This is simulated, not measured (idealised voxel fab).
Process module heading - voxel self aligned vias
FYI the section here is cut, 165 nm wide, cells are 5 nm squares.
Heads up, the way a cross-section reads in here is a grid of square cells, handed over as bands from the top down, with every band being one or more rows of cells.
Band entry format. Leading values: height of top, height of bottom, nm. Remainder: materials in left-to-right order, each with its width in nm. Special words: "edge to edge" on a single material, which then fills the band edge to edge; "blank", empty space.
For the purposes of this specification, 0 denotes the height below which the wafer in its as-received condition is composed wholly of one material, and the lowermost band, lacking a lower limit, extends downward without end, as expressed in "0 and below".
It should be noted that a width expressed as "30 to 40" varies in equal increments from row to row of cells within the band, taking the value of the first number at the top row and that of the second number at the bottom row.
Step note "identical to before" = no cross-section cell changed.
Empty spaces counting at least 8 cells and having no open way to the top are listed in "Closed cavity list". The notation width x height at distance is used for each, the distance being from the left edge and all three values in nm.
Read whatever lies past the settings on a step's line as the simulator's own remark about the step.
The optional step-line setting "overlay nm" applies to steps with a mask and quantifies how far to the right of its planned location the mask lay, a negative value indicating leftward placement.
Note: before/after cross-section pairs follow, one process step per pair, after-side truncated at the lowest changed band, step and settings given beneath. Different runs of this module on the same starting wafer may supply the pairs; a pair continues the one above only where the "Before processing step" entry says so.
**Before processing step**
	0 and below: Si edge to edge
	Closed cavity list: none
**Post-Process View**
	15 down to 0: SiO2 edge to edge
	Everything under 0 stays put, no change at all.
	Closed cavity list: none
Which process step falls between the two cross-sections above? CONFORMAL_DEP: material SiO2, thk nm 15
Before processing step: The prior state of this step coincides with the post-step cross-section of the pair just above.
**Post-Process View**
	20 down to 15: SiCN edge to edge
	Everything under 15 stays put, no change at all.
	Closed cavity list: none
Which process step falls between the two cross-sections above? CONFORMAL_DEP: material SiCN, thk nm 5
Before processing step: The prior state of this step coincides with the post-step cross-section of the pair just above.
**Post-Process View**
	50 down to 20: SiO2 edge to edge
	Everything under 20 stays put, no change at all.
	Closed cavity list: none
Which process step falls between the two cross-sections above? DIRECTIONAL_DEP: material SiO2, thk nm 30
Before processing step: The prior state of this step coincides with the post-step cross-section of the pair just above.
**Post-Process View**
	70 down to 50: resist (30)  blank (25)  resist (50)  blank (25)  resist (35)
	Everything under 50 stays put, no change at all.
	Closed cavity list: none
Which process step falls between the two cross-sections above? PATTERN: tone open, mask id LINES, material resist, width nm 25, pitch nm 75, thk nm 20, overlay nm 0
Before processing step: The prior state of this step coincides with the post-step cross-section of the pair just above.
**Post-Process View**
	70 down to 50: resist (30)  blank (25)  resist (50)  blank (25)  resist (35)
	50 down to 20: SiO2 (30)  blank (25)  SiO2 (50)  blank (25)  SiO2 (35)
	Everything under 20 stays put, no change at all.
	Closed cavity list: none
Which process step falls between the two cross-sections above? DIRECTIONAL_ETCH: etch materials SiO2, depth nm 30
Before processing step: The prior state of this step coincides with the post-step cross-section of the pair just above.
**Post-Process View**
	50 down to 20: SiO2 (30)  blank (25)  SiO2 (50)  blank (25)  SiO2 (35)
	Everything under 20 stays put, no change at all.
	Closed cavity list: none
Which process step falls between the two cross-sections above? STRIP: etch materials resist
Before processing step: The prior state of this step coincides with the post-step cross-section of the pair just above.
**Post-Process View**
	55 down to 50: TiN (35)  blank (15)  TiN (60)  blank (15)  TiN (40)
	50 down to 25: SiO2 (30)  TiN (5)  blank (15)  TiN (5)  SiO2 (50)  TiN (5)  blank (15)  TiN (5)  SiO2 (35)
	25 down to 20: SiO2 (30)  TiN (25)  SiO2 (50)  TiN (25)  SiO2 (35)
	Everything under 20 stays put, no change at all.
	Closed cavity list: none
Which process step falls between the two cross-sections above? CONFORMAL_DEP: material TiN, thk nm 5
Before processing step: The prior state of this step coincides with the post-step cross-section of the pair just above.
**Post-Process View**
	60 down to 55: Ru edge to edge
	55 down to 50: TiN (35)  Ru (15)  TiN (60)  Ru (15)  TiN (40)
	50 down to 25: SiO2 (30)  TiN (5)  Ru (15)  TiN (5)  SiO2 (50)  TiN (5)  Ru (15)  TiN (5)  SiO2 (35)
	Everything under 25 stays put, no change at all.
	Closed cavity list: none
Which process step falls between the two cross-sections above? FILL_DEP: material Ru, thk nm 5
Before processing step: The prior state of this step coincides with the post-step cross-section of the pair just above.
**Post-Process View**
	50 down to 25: SiO2 (30)  TiN (5)  Ru (15)  TiN (5)  SiO2 (50)  TiN (5)  Ru (15)  TiN (5)  SiO2 (35)
	Everything under 25 stays put, no change at all.
	Closed cavity list: none
Which process step falls between the two cross-sections above? CMP: height nm 50
Before processing step: The prior state of this step coincides with the post-step cross-section of the pair just above.
**Post-Process View**
	50 down to 45: SiO2 (30)  blank (25)  SiO2 (50)  blank (25)  SiO2 (35)
	Everything under 45 stays put, no change at all.
	Closed cavity list: none
Which process step falls between the two cross-sections above? SELECTIVE_ETCH: etch materials W Ru TiN, depth nm 5
Before processing step: The prior state of this step coincides with the post-step cross-section of the pair just above.
**Post-Process View**
	55 down to 50: SiN edge to edge
	50 down to 45: SiO2 (30)  SiN (25)  SiO2 (50)  SiN (25)  SiO2 (35)
	Everything under 45 stays put, no change at all.
	Closed cavity list: none
Which process step falls between the two cross-sections above? FILL_DEP: material SiN, thk nm 5
Before processing step: The prior state of this step coincides with the post-step cross-section of the pair just above.
**Post-Process View**
	50 down to 45: SiO2 (30)  SiN (25)  SiO2 (50)  SiN (25)  SiO2 (35)
	Everything under 45 stays put, no change at all.
	Closed cavity list: none
Which process step falls between the two cross-sections above? CMP: height nm 50
Before processing step: The prior state of this step coincides with the post-step cross-section of the pair just above.
**Post-Process View**
	70 down to 50: SiO2 edge to edge
	Everything under 50 stays put, no change at all.
	Closed cavity list: none
Which process step falls between the two cross-sections above? DIRECTIONAL_DEP: material SiO2, thk nm 20
Before processing step: The prior state of this step coincides with the post-step cross-section of the pair just above.
**Post-Process View**
	90 down to 70: resist (20)  blank (45)  resist (30)  blank (45)  resist (25)
	Everything under 70 stays put, no change at all.
	Closed cavity list: none
Which process step falls between the two cross-sections above? PATTERN: tone open, mask id VIAS, material resist, width nm 45, pitch nm 75, thk nm 20, overlay nm 0
Before processing step: The prior state of this step coincides with the post-step cross-section of the pair just above.
**Post-Process View**
	90 down to 70: resist (20)  blank (45)  resist (30)  blank (45)  resist (25)
	70 down to 50: SiO2 (20)  blank (45)  SiO2 (30)  blank (45)  SiO2 (25)
	Everything under 50 stays put, no change at all.
	Closed cavity list: none
Which process step falls between the two cross-sections above? DIRECTIONAL_ETCH: etch materials SiO2, depth nm 20
Before processing step: The prior state of this step coincides with the post-step cross-section of the pair just above.
**Post-Process View**
	90 down to 70: resist (20)  blank (45)  resist (30)  blank (45)  resist (25)
	70 down to 50: SiO2 (20)  blank (45)  SiO2 (30)  blank (45)  SiO2 (25)
	50 down to 45: SiO2 (30)  blank (25)  SiO2 (50)  blank (25)  SiO2 (35)
	Everything under 45 stays put, no change at all.
	Closed cavity list: none
Which process step falls between the two cross-sections above? DIRECTIONAL_ETCH: etch materials SiN, depth nm 5
Before processing step: The prior state of this step coincides with the post-step cross-section of the pair just above.
**Post-Process View**
	70 down to 50: SiO2 (20)  blank (45)  SiO2 (30)  blank (45)  SiO2 (25)
	Everything under 50 stays put, no change at all.
	Closed cavity list: none
Which process step falls between the two cross-sections above? STRIP: etch materials resist
Before processing step: The prior state of this step coincides with the post-step cross-section of the pair just above.
**Post-Process View**
	75 down to 70: TiN (25)  blank (35)  TiN (40)  blank (35)  TiN (30)
	70 down to 55: SiO2 (20)  TiN (5)  blank (35)  TiN (5)  SiO2 (30)  TiN (5)  blank (35)  TiN (5)  SiO2 (25)
	55 down to 50: SiO2 (20)  TiN (15)  blank (15)  TiN (15)  SiO2 (30)  TiN (15)  blank (15)  TiN (15)  SiO2 (25)
	50 down to 45: SiO2 (30)  TiN (25)  SiO2 (50)  TiN (25)  SiO2 (35)
	Everything under 45 stays put, no change at all.
	Closed cavity list: none
Which process step falls between the two cross-sections above? CONFORMAL_DEP: material TiN, thk nm 5
Before processing step: The prior state of this step coincides with the post-step cross-section of the pair just above.
**Post-Process View**
	85 down to 75: Cu edge to edge
	75 down to 70: TiN (25)  Cu (35)  TiN (40)  Cu (35)  TiN (30)
	70 down to 55: SiO2 (20)  TiN (5)  Cu (35)  TiN (5)  SiO2 (30)  TiN (5)  Cu (35)  TiN (5)  SiO2 (25)
	55 down to 50: SiO2 (20)  TiN (15)  Cu (15)  TiN (15)  SiO2 (30)  TiN (15)  Cu (15)  TiN (15)  SiO2 (25)
	Everything under 50 stays put, no change at all.
	Closed cavity list: none
Which process step falls between the two cross-sections above? FILL_DEP: material Cu, thk nm 10
Before processing step: The prior state of this step coincides with the post-step cross-section of the pair just above.
**Post-Process View**
	70 down to 55: SiO2 (20)  TiN (5)  Cu (35)  TiN (5)  SiO2 (30)  TiN (5)  Cu (35)  TiN (5)  SiO2 (25)
	Everything under 55 stays put, no change at all.
	Closed cavity list: none
Which process step falls between the two cross-sections above? CMP: height nm 70
Before processing step: The prior state of this step coincides with the post-step cross-section of the pair just above.
**Post-Process View**
	75 down to 70: SiN edge to edge
	Everything under 70 stays put, no change at all.
	Closed cavity list: none
Which process step falls between the two cross-sections above? CONFORMAL_DEP: material SiN, thk nm 5
**Before processing step**
	15 down to 0: SiO2 edge to edge
	0 and below: Si edge to edge
	Closed cavity list: none
**Post-Process View**
	45 down to 0: SiO2 edge to edge
	Everything under 0 stays put, no change at all.
	Closed cavity list: none
Which process step falls between the two cross-sections above? DIRECTIONAL_DEP: material SiO2, thk nm 30
Before processing step: The prior state of this step coincides with the post-step cross-section of the pair just above.
**Post-Process View**
	65 down to 45: resist (30)  blank (25)  resist (50)  blank (25)  resist (35)
	Everything under 45 stays put, no change at all.
	Closed cavity list: none
Which process step falls between the two cross-sections above? PATTERN: tone open, mask id LINES, material resist, width nm 25, pitch nm 75, thk nm 20, overlay nm 0
Before processing step: The prior state of this step coincides with the post-step cross-section of the pair just above.
**Post-Process View**
	65 down to 45: resist (30)  blank (25)  resist (50)  blank (25)  resist (35)
	45 down to 15: SiO2 (30)  blank (25)  SiO2 (50)  blank (25)  SiO2 (35)
	Everything under 15 stays put, no change at all.
	Closed cavity list: none
Which process step falls between the two cross-sections above? DIRECTIONAL_ETCH: etch materials SiO2, depth nm 30
Before processing step: The prior state of this step coincides with the post-step cross-section of the pair just above.
**Post-Process View**
	45 down to 15: SiO2 (30)  blank (25)  SiO2 (50)  blank (25)  SiO2 (35)
	Everything under 15 stays put, no change at all.
	Closed cavity list: none
Which process step falls between the two cross-sections above? STRIP: etch materials resist
Before processing step: The prior state of this step coincides with the post-step cross-section of the pair just above.
**Post-Process View**
	50 down to 45: TiN (35)  blank (15)  TiN (60)  blank (15)  TiN (40)
	45 down to 20: SiO2 (30)  TiN (5)  blank (15)  TiN (5)  SiO2 (50)  TiN (5)  blank (15)  TiN (5)  SiO2 (35)
	20 down to 15: SiO2 (30)  TiN (25)  SiO2 (50)  TiN (25)  SiO2 (35)
	Everything under 15 stays put, no change at all.
	Closed cavity list: none
Which process step falls between the two cross-sections above? CONFORMAL_DEP: material TiN, thk nm 5
Before processing step: The prior state of this step coincides with the post-step cross-section of the pair just above.
**Post-Process View**
	55 down to 50: Ru edge to edge
	50 down to 45: TiN (35)  Ru (15)  TiN (60)  Ru (15)  TiN (40)
	45 down to 20: SiO2 (30)  TiN (5)  Ru (15)  TiN (5)  SiO2 (50)  TiN (5)  Ru (15)  TiN (5)  SiO2 (35)
	Everything under 20 stays put, no change at all.
	Closed cavity list: none
Which process step falls between the two cross-sections above? FILL_DEP: material Ru, thk nm 5
Before processing step: The prior state of this step coincides with the post-step cross-section of the pair just above.
**Post-Process View**
	50 down to 45: TiN (35)  Ru (15)  TiN (60)  Ru (15)  TiN (40)
	Everything under 45 stays put, no change at all.
	Closed cavity list: none
Which process step falls between the two cross-sections above? CMP: height nm 50
Before processing step: The prior state of this step coincides with the post-step cross-section of the pair just above.
**Post-Process View**
	45 down to 20: SiO2 (30)  TiN (5)  Ru (15)  TiN (5)  SiO2 (50)  TiN (5)  Ru (15)  TiN (5)  SiO2 (35)
	Everything under 20 stays put, no change at all.
	Closed cavity list: none
Which process step falls between the two cross-sections above? SELECTIVE_ETCH: etch materials W Ru TiN, depth nm 5
Before processing step: The prior state of this step coincides with the post-step cross-section of the pair just above.
**Post-Process View**
	50 down to 45: SiN edge to edge
	Everything under 45 stays put, no change at all.
	Closed cavity list: none
Which process step falls between the two cross-sections above? FILL_DEP: material SiN, thk nm 5
Before processing step: The prior state of this step coincides with the post-step cross-section of the pair just above.
**Post-Process View**
	70 down to 50: SiO2 edge to edge
	Everything under 50 stays put, no change at all.
	Closed cavity list: none
Which process step falls between the two cross-sections above? DIRECTIONAL_DEP: material SiO2, thk nm 20
Before processing step: The prior state of this step coincides with the post-step cross-section of the pair just above.
**Post-Process View**
	90 down to 70: resist (20)  blank (45)  resist (30)  blank (45)  resist (25)
	Everything under 70 stays put, no change at all.
	Closed cavity list: none
Which process step falls between the two cross-sections above? PATTERN: tone open, mask id VIAS, material resist, width nm 45, pitch nm 75, thk nm 20, overlay nm 0
Before processing step: The prior state of this step coincides with the post-step cross-section of the pair just above.
**Post-Process View**
	90 down to 70: resist (20)  blank (45)  resist (30)  blank (45)  resist (25)
	70 down to 50: SiO2 (20)  blank (45)  SiO2 (30)  blank (45)  SiO2 (25)
	Everything under 50 stays put, no change at all.
	Closed cavity list: none
Which process step falls between the two cross-sections above? DIRECTIONAL_ETCH: etch materials SiO2, depth nm 20
Before processing step: The prior state of this step coincides with the post-step cross-section of the pair just above.
**Post-Process View**
	90 down to 70: resist (20)  blank (45)  resist (30)  blank (45)  resist (25)
	70 down to 50: SiO2 (20)  blank (45)  SiO2 (30)  blank (45)  SiO2 (25)
	50 down to 45: SiN (20)  blank (45)  SiN (30)  blank (45)  SiN (25)
	Everything under 45 stays put, no change at all.
	Closed cavity list: none
Which process step falls between the two cross-sections above? DIRECTIONAL_ETCH: etch materials SiN, depth nm 5
Before processing step: The prior state of this step coincides with the post-step cross-section of the pair just above.
**Post-Process View**
	70 down to 50: SiO2 (20)  blank (45)  SiO2 (30)  blank (45)  SiO2 (25)
	Everything under 50 stays put, no change at all.
	Closed cavity list: none
Which process step falls between the two cross-sections above? STRIP: etch materials resist
Before processing step: The prior state of this step coincides with the post-step cross-section of the pair just above.
**Post-Process View**
	75 down to 70: TiN (25)  blank (35)  TiN (40)  blank (35)  TiN (30)
	70 down to 50: SiO2 (20)  TiN (5)  blank (35)  TiN (5)  SiO2 (30)  TiN (5)  blank (35)  TiN (5)  SiO2 (25)
	50 down to 45: SiN (20)  TiN (45)  SiN (30)  TiN (45)  SiN (25)
	Everything under 45 stays put, no change at all.
	Closed cavity list: none
Which process step falls between the two cross-sections above? CONFORMAL_DEP: material TiN, thk nm 5
Before processing step: The prior state of this step coincides with the post-step cross-section of the pair just above.
**Post-Process View**
	85 down to 75: Cu edge to edge
	75 down to 70: TiN (25)  Cu (35)  TiN (40)  Cu (35)  TiN (30)
	70 down to 50: SiO2 (20)  TiN (5)  Cu (35)  TiN (5)  SiO2 (30)  TiN (5)  Cu (35)  TiN (5)  SiO2 (25)
	Everything under 50 stays put, no change at all.
	Closed cavity list: none
Which process step falls between the two cross-sections above? FILL_DEP: material Cu, thk nm 10
Before processing step: The prior state of this step coincides with the post-step cross-section of the pair just above.
**Post-Process View**
	70 down to 50: SiO2 (20)  TiN (5)  Cu (35)  TiN (5)  SiO2 (30)  TiN (5)  Cu (35)  TiN (5)  SiO2 (25)
	Everything under 50 stays put, no change at all.
	Closed cavity list: none
Which process step falls between the two cross-sections above? CMP: height nm 70
Before processing step: The prior state of this step coincides with the post-step cross-section of the pair just above.
**Post-Process View**
	75 down to 70: SiN edge to edge
	Everything under 70 stays put, no change at all.
	Closed cavity list: none
Which process step falls between the two cross-sections above? CONFORMAL_DEP: material SiN, thk nm 5
**Before processing step**
	15 down to 0: SiO2 edge to edge
	0 and below: Si edge to edge
	Closed cavity list: none
**Post-Process View**
	30 down to 0: SiO2 edge to edge
	Everything under 0 stays put, no change at all.
	Closed cavity list: none
Which process step falls between the two cross-sections above? CONFORMAL_DEP: material SiO2, thk nm 15
Before processing step: The prior state of this step coincides with the post-step cross-section of the pair just above.
**Post-Process View**
	35 down to 30: SiCN edge to edge
	Everything under 30 stays put, no change at all.
	Closed cavity list: none
Which process step falls between the two cross-sections above? CONFORMAL_DEP: material SiCN, thk nm 5
Before processing step: The prior state of this step coincides with the post-step cross-section of the pair just above.
**Post-Process View**
	65 down to 35: SiO2 edge to edge
	Everything under 35 stays put, no change at all.
	Closed cavity list: none
Which process step falls between the two cross-sections above? DIRECTIONAL_DEP: material SiO2, thk nm 30
Before processing step: The prior state of this step coincides with the post-step cross-section of the pair just above.
**Post-Process View**
	85 down to 65: resist (30)  blank (25)  resist (50)  blank (25)  resist (35)
	Everything under 65 stays put, no change at all.
	Closed cavity list: none
Which process step falls between the two cross-sections above? PATTERN: tone open, mask id LINES, material resist, width nm 25, pitch nm 75, thk nm 20, overlay nm 0
Before processing step: The prior state of this step coincides with the post-step cross-section of the pair just above.
**Post-Process View**
	85 down to 65: resist (30)  blank (25)  resist (50)  blank (25)  resist (35)
	65 down to 35: SiO2 (30)  blank (25)  SiO2 (50)  blank (25)  SiO2 (35)
	Everything under 35 stays put, no change at all.
	Closed cavity list: none
Which process step falls between the two cross-sections above? DIRECTIONAL_ETCH: etch materials SiO2, depth nm 30
Before processing step: The prior state of this step coincides with the post-step cross-section of the pair just above.
**Post-Process View**
	65 down to 35: SiO2 (30)  blank (25)  SiO2 (50)  blank (25)  SiO2 (35)
	Everything under 35 stays put, no change at all.
	Closed cavity list: none
Which process step falls between the two cross-sections above? STRIP: etch materials resist
Before processing step: The prior state of this step coincides with the post-step cross-section of the pair just above.
**Post-Process View**
	70 down to 65: TiN (35)  blank (15)  TiN (60)  blank (15)  TiN (40)
	65 down to 40: SiO2 (30)  TiN (5)  blank (15)  TiN (5)  SiO2 (50)  TiN (5)  blank (15)  TiN (5)  SiO2 (35)
	40 down to 35: SiO2 (30)  TiN (25)  SiO2 (50)  TiN (25)  SiO2 (35)
	Everything under 35 stays put, no change at all.
	Closed cavity list: none
Which process step falls between the two cross-sections above? CONFORMAL_DEP: material TiN, thk nm 5
Before processing step: The prior state of this step coincides with the post-step cross-section of the pair just above.
**Post-Process View**
	75 down to 70: Ru edge to edge
	70 down to 65: TiN (35)  Ru (15)  TiN (60)  Ru (15)  TiN (40)
	65 down to 40: SiO2 (30)  TiN (5)  Ru (15)  TiN (5)  SiO2 (50)  TiN (5)  Ru (15)  TiN (5)  SiO2 (35)
	Everything under 40 stays put, no change at all.
	Closed cavity list: none
Which process step falls between the two cross-sections above? FILL_DEP: material Ru, thk nm 5
Before processing step: The prior state of this step coincides with the post-step cross-section of the pair just above.
**Post-Process View**
	50 down to 40: SiO2 (30)  TiN (5)  Ru (15)  TiN (5)  SiO2 (50)  TiN (5)  Ru (15)  TiN (5)  SiO2 (35)
	Everything under 40 stays put, no change at all.
	Closed cavity list: none
Which process step falls between the two cross-sections above? CMP: height nm 50
Before processing step: The prior state of this step coincides with the post-step cross-section of the pair just above.
**Post-Process View**
	50 down to 45: SiO2 (30)  blank (25)  SiO2 (50)  blank (25)  SiO2 (35)
	Everything under 45 stays put, no change at all.
	Closed cavity list: none
Which process step falls between the two cross-sections above? SELECTIVE_ETCH: etch materials W Ru TiN, depth nm 5
Before processing step: The prior state of this step coincides with the post-step cross-section of the pair just above.
**Post-Process View**
	55 down to 50: SiN edge to edge
	50 down to 45: SiO2 (30)  SiN (25)  SiO2 (50)  SiN (25)  SiO2 (35)
	Everything under 45 stays put, no change at all.
	Closed cavity list: none
Which process step falls between the two cross-sections above? FILL_DEP: material SiN, thk nm 5
Before processing step: The prior state of this step coincides with the post-step cross-section of the pair just above.
**Post-Process View**
	50 down to 45: SiO2 (30)  SiN (25)  SiO2 (50)  SiN (25)  SiO2 (35)
	Everything under 45 stays put, no change at all.
	Closed cavity list: none
Which process step falls between the two cross-sections above? CMP: height nm 50
Before processing step: The prior state of this step coincides with the post-step cross-section of the pair just above.
**Post-Process View**
	70 down to 50: SiO2 edge to edge
	Everything under 50 stays put, no change at all.
	Closed cavity list: none
Which process step falls between the two cross-sections above? DIRECTIONAL_DEP: material SiO2, thk nm 20
Before processing step: The prior state of this step coincides with the post-step cross-section of the pair just above.
**Post-Process View**
	90 down to 70: resist (20)  blank (45)  resist (30)  blank (45)  resist (25)
	Everything under 70 stays put, no change at all.
	Closed cavity list: none
Which process step falls between the two cross-sections above? PATTERN: tone open, mask id VIAS, material resist, width nm 45, pitch nm 75, thk nm 20, overlay nm 0
Before processing step: The prior state of this step coincides with the post-step cross-section of the pair just above.
**Post-Process View**
	90 down to 70: resist (20)  blank (45)  resist (30)  blank (45)  resist (25)
	70 down to 50: SiO2 (20)  blank (45)  SiO2 (30)  blank (45)  SiO2 (25)
	Everything under 50 stays put, no change at all.
	Closed cavity list: none
Which process step falls between the two cross-sections above? DIRECTIONAL_ETCH: etch materials SiO2, depth nm 20
Before processing step: The prior state of this step coincides with the post-step cross-section of the pair just above.
**Post-Process View**
	90 down to 70: resist (20)  blank (45)  resist (30)  blank (45)  resist (25)
	70 down to 50: SiO2 (20)  blank (45)  SiO2 (30)  blank (45)  SiO2 (25)
	50 down to 45: SiO2 (30)  blank (25)  SiO2 (50)  blank (25)  SiO2 (35)
	Everything under 45 stays put, no change at all.
	Closed cavity list: none
Which process step falls between the two cross-sections above? DIRECTIONAL_ETCH: etch materials SiN, depth nm 5
Before processing step: The prior state of this step coincides with the post-step cross-section of the pair just above.
**Post-Process View**
	70 down to 50: SiO2 (20)  blank (45)  SiO2 (30)  blank (45)  SiO2 (25)
	Everything under 50 stays put, no change at all.
	Closed cavity list: none
Which process step falls between the two cross-sections above? STRIP: etch materials resist
Before processing step: The prior state of this step coincides with the post-step cross-section of the pair just above.
**Post-Process View**
	75 down to 70: TiN (25)  blank (35)  TiN (40)  blank (35)  TiN (30)
	70 down to 55: SiO2 (20)  TiN (5)  blank (35)  TiN (5)  SiO2 (30)  TiN (5)  blank (35)  TiN (5)  SiO2 (25)
	55 down to 50: SiO2 (20)  TiN (15)  blank (15)  TiN (15)  SiO2 (30)  TiN (15)  blank (15)  TiN (15)  SiO2 (25)
	50 down to 45: SiO2 (30)  TiN (25)  SiO2 (50)  TiN (25)  SiO2 (35)
	Everything under 45 stays put, no change at all.
	Closed cavity list: none
Which process step falls between the two cross-sections above? CONFORMAL_DEP: material TiN, thk nm 5
Before processing step: The prior state of this step coincides with the post-step cross-section of the pair just above.
**Post-Process View**
	85 down to 75: Cu edge to edge
	75 down to 70: TiN (25)  Cu (35)  TiN (40)  Cu (35)  TiN (30)
	70 down to 55: SiO2 (20)  TiN (5)  Cu (35)  TiN (5)  SiO2 (30)  TiN (5)  Cu (35)  TiN (5)  SiO2 (25)
	55 down to 50: SiO2 (20)  TiN (15)  Cu (15)  TiN (15)  SiO2 (30)  TiN (15)  Cu (15)  TiN (15)  SiO2 (25)
	Everything under 50 stays put, no change at all.
	Closed cavity list: none
Which process step falls between the two cross-sections above? FILL_DEP: material Cu, thk nm 10
Before processing step: The prior state of this step coincides with the post-step cross-section of the pair just above.
**Post-Process View**
	70 down to 55: SiO2 (20)  TiN (5)  Cu (35)  TiN (5)  SiO2 (30)  TiN (5)  Cu (35)  TiN (5)  SiO2 (25)
	Everything under 55 stays put, no change at all.
	Closed cavity list: none
Which process step falls between the two cross-sections above? CMP: height nm 70
Before processing step: The prior state of this step coincides with the post-step cross-section of the pair just above.
**Post-Process View**
	75 down to 70: SiN edge to edge
	Everything under 70 stays put, no change at all.
	Closed cavity list: none
Which process step falls between the two cross-sections above? CONFORMAL_DEP: material SiN, thk nm 5
**Before processing step**
	45 down to 0: SiO2 edge to edge
	0 and below: Si edge to edge
	Closed cavity list: none
**Post-Process View**
	50 down to 45: SiCN edge to edge
	Everything under 45 stays put, no change at all.
	Closed cavity list: none
Which process step falls between the two cross-sections above? CONFORMAL_DEP: material SiCN, thk nm 5
Before processing step: The prior state of this step coincides with the post-step cross-section of the pair just above.
**Post-Process View**
	70 down to 50: resist (30)  blank (25)  resist (50)  blank (25)  resist (35)
	Everything under 50 stays put, no change at all.
	Closed cavity list: none
Which process step falls between the two cross-sections above? PATTERN: tone open, mask id LINES, material resist, width nm 25, pitch nm 75, thk nm 20, overlay nm 0
Before processing step: The prior state of this step coincides with the post-step cross-section of the pair just above.
**Post-Process View**
	50 down to 45: SiCN edge to edge
	Everything under 45 stays put, no change at all.
	Closed cavity list: none
Which process step falls between the two cross-sections above? STRIP: etch materials resist
Before processing step: The prior state of this step coincides with the post-step cross-section of the pair just above.
**Post-Process View**
	55 down to 50: TiN edge to edge
	Everything under 50 stays put, no change at all.
	Closed cavity list: none
Which process step falls between the two cross-sections above? CONFORMAL_DEP: material TiN, thk nm 5
Before processing step: The prior state of this step coincides with the post-step cross-section of the pair just above.
**Post-Process View**
	60 down to 55: Ru edge to edge
	Everything under 55 stays put, no change at all.
	Closed cavity list: none
Which process step falls between the two cross-sections above? FILL_DEP: material Ru, thk nm 5
Before processing step: The prior state of this step coincides with the post-step cross-section of the pair just above.
**Post-Process View**
	50 down to 45: SiCN edge to edge
	Everything under 45 stays put, no change at all.
	Closed cavity list: none
Which process step falls between the two cross-sections above? CMP: height nm 50
Before processing step: The prior state of this step coincides with the post-step cross-section of the pair just above.
**Post-Process View**
	55 down to 50: SiN edge to edge
	Everything under 50 stays put, no change at all.
	Closed cavity list: none
Which process step falls between the two cross-sections above? FILL_DEP: material SiN, thk nm 5
Before processing step: The prior state of this step coincides with the post-step cross-section of the pair just above.
**Post-Process View**
	50 down to 45: SiCN edge to edge
	Everything under 45 stays put, no change at all.
	Closed cavity list: none
Which process step falls between the two cross-sections above? CMP: height nm 50
Before processing step: The prior state of this step coincides with the post-step cross-section of the pair just above.
**Post-Process View**
	70 down to 50: SiO2 edge to edge
	Everything under 50 stays put, no change at all.
	Closed cavity list: none
Which process step falls between the two cross-sections above? DIRECTIONAL_DEP: material SiO2, thk nm 20
Before processing step: The prior state of this step coincides with the post-step cross-section of the pair just above.
**Post-Process View**
	90 down to 70: resist (20)  blank (45)  resist (30)  blank (45)  resist (25)
	Everything under 70 stays put, no change at all.
	Closed cavity list: none
Which process step falls between the two cross-sections above? PATTERN: tone open, mask id VIAS, material resist, width nm 45, pitch nm 75, thk nm 20, overlay nm 0
Before processing step: The prior state of this step coincides with the post-step cross-section of the pair just above.
**Post-Process View**
	90 down to 70: resist (20)  blank (45)  resist (30)  blank (45)  resist (25)
	70 down to 50: SiO2 (20)  blank (45)  SiO2 (30)  blank (45)  SiO2 (25)
	Everything under 50 stays put, no change at all.
	Closed cavity list: none
Which process step falls between the two cross-sections above? DIRECTIONAL_ETCH: etch materials SiO2, depth nm 20
Before processing step: The prior state of this step coincides with the post-step cross-section of the pair just above.
**Post-Process View**
	70 down to 50: SiO2 (20)  blank (45)  SiO2 (30)  blank (45)  SiO2 (25)
	Everything under 50 stays put, no change at all.
	Closed cavity list: none
Which process step falls between the two cross-sections above? STRIP: etch materials resist
Before processing step: The prior state of this step coincides with the post-step cross-section of the pair just above.
**Post-Process View**
	75 down to 70: TiN (25)  blank (35)  TiN (40)  blank (35)  TiN (30)
	70 down to 55: SiO2 (20)  TiN (5)  blank (35)  TiN (5)  SiO2 (30)  TiN (5)  blank (35)  TiN (5)  SiO2 (25)
	55 down to 50: SiO2 (20)  TiN (45)  SiO2 (30)  TiN (45)  SiO2 (25)
	Everything under 50 stays put, no change at all.
	Closed cavity list: none
Which process step falls between the two cross-sections above? CONFORMAL_DEP: material TiN, thk nm 5
Before processing step: The prior state of this step coincides with the post-step cross-section of the pair just above.
**Post-Process View**
	85 down to 75: Cu edge to edge
	75 down to 70: TiN (25)  Cu (35)  TiN (40)  Cu (35)  TiN (30)
	70 down to 55: SiO2 (20)  TiN (5)  Cu (35)  TiN (5)  SiO2 (30)  TiN (5)  Cu (35)  TiN (5)  SiO2 (25)
	Everything under 55 stays put, no change at all.
	Closed cavity list: none
Which process step falls between the two cross-sections above? FILL_DEP: material Cu, thk nm 10
Before processing step: The prior state of this step coincides with the post-step cross-section of the pair just above.
**Post-Process View**
	70 down to 55: SiO2 (20)  TiN (5)  Cu (35)  TiN (5)  SiO2 (30)  TiN (5)  Cu (35)  TiN (5)  SiO2 (25)
	Everything under 55 stays put, no change at all.
	Closed cavity list: none
Which process step falls between the two cross-sections above? CMP: height nm 70
Before processing step: The prior state of this step coincides with the post-step cross-section of the pair just above.
**Post-Process View**
	75 down to 70: SiN edge to edge
	Everything under 70 stays put, no change at all.
	Closed cavity list: none
Which process step falls between the two cross-sections above? CONFORMAL_DEP: material SiN, thk nm 5
**Before processing step**
	0 and below: Si edge to edge
	Closed cavity list: none
**Post-Process View**
	10 down to 0: SiO2 edge to edge
	Everything under 0 stays put, no change at all.
	Closed cavity list: none
Which process step falls between the two cross-sections above? CONFORMAL_DEP: material SiO2, thk nm 10
Before processing step: The prior state of this step coincides with the post-step cross-section of the pair just above.
**Post-Process View**
	15 down to 10: SiCN edge to edge
	Everything under 10 stays put, no change at all.
	Closed cavity list: none
Which process step falls between the two cross-sections above? CONFORMAL_DEP: material SiCN, thk nm 5
Before processing step: The prior state of this step coincides with the post-step cross-section of the pair just above.
**Post-Process View**
	45 down to 15: SiO2 edge to edge
	Everything under 15 stays put, no change at all.
	Closed cavity list: none
Which process step falls between the two cross-sections above? DIRECTIONAL_DEP: material SiO2, thk nm 30
Before processing step: The prior state of this step coincides with the post-step cross-section of the pair just above.
**Post-Process View**
	65 down to 45: resist (30)  blank (25)  resist (50)  blank (25)  resist (35)
	Everything under 45 stays put, no change at all.
	Closed cavity list: none
Which process step falls between the two cross-sections above? PATTERN: tone open, mask id LINES, material resist, width nm 25, pitch nm 75, thk nm 20, overlay nm 0
Before processing step: The prior state of this step coincides with the post-step cross-section of the pair just above.
**Post-Process View**
	65 down to 45: resist (30)  blank (25)  resist (50)  blank (25)  resist (35)
	45 down to 15: SiO2 (30)  blank (25)  SiO2 (50)  blank (25)  SiO2 (35)
	Everything under 15 stays put, no change at all.
	Closed cavity list: none
Which process step falls between the two cross-sections above? DIRECTIONAL_ETCH: etch materials SiO2, depth nm 30
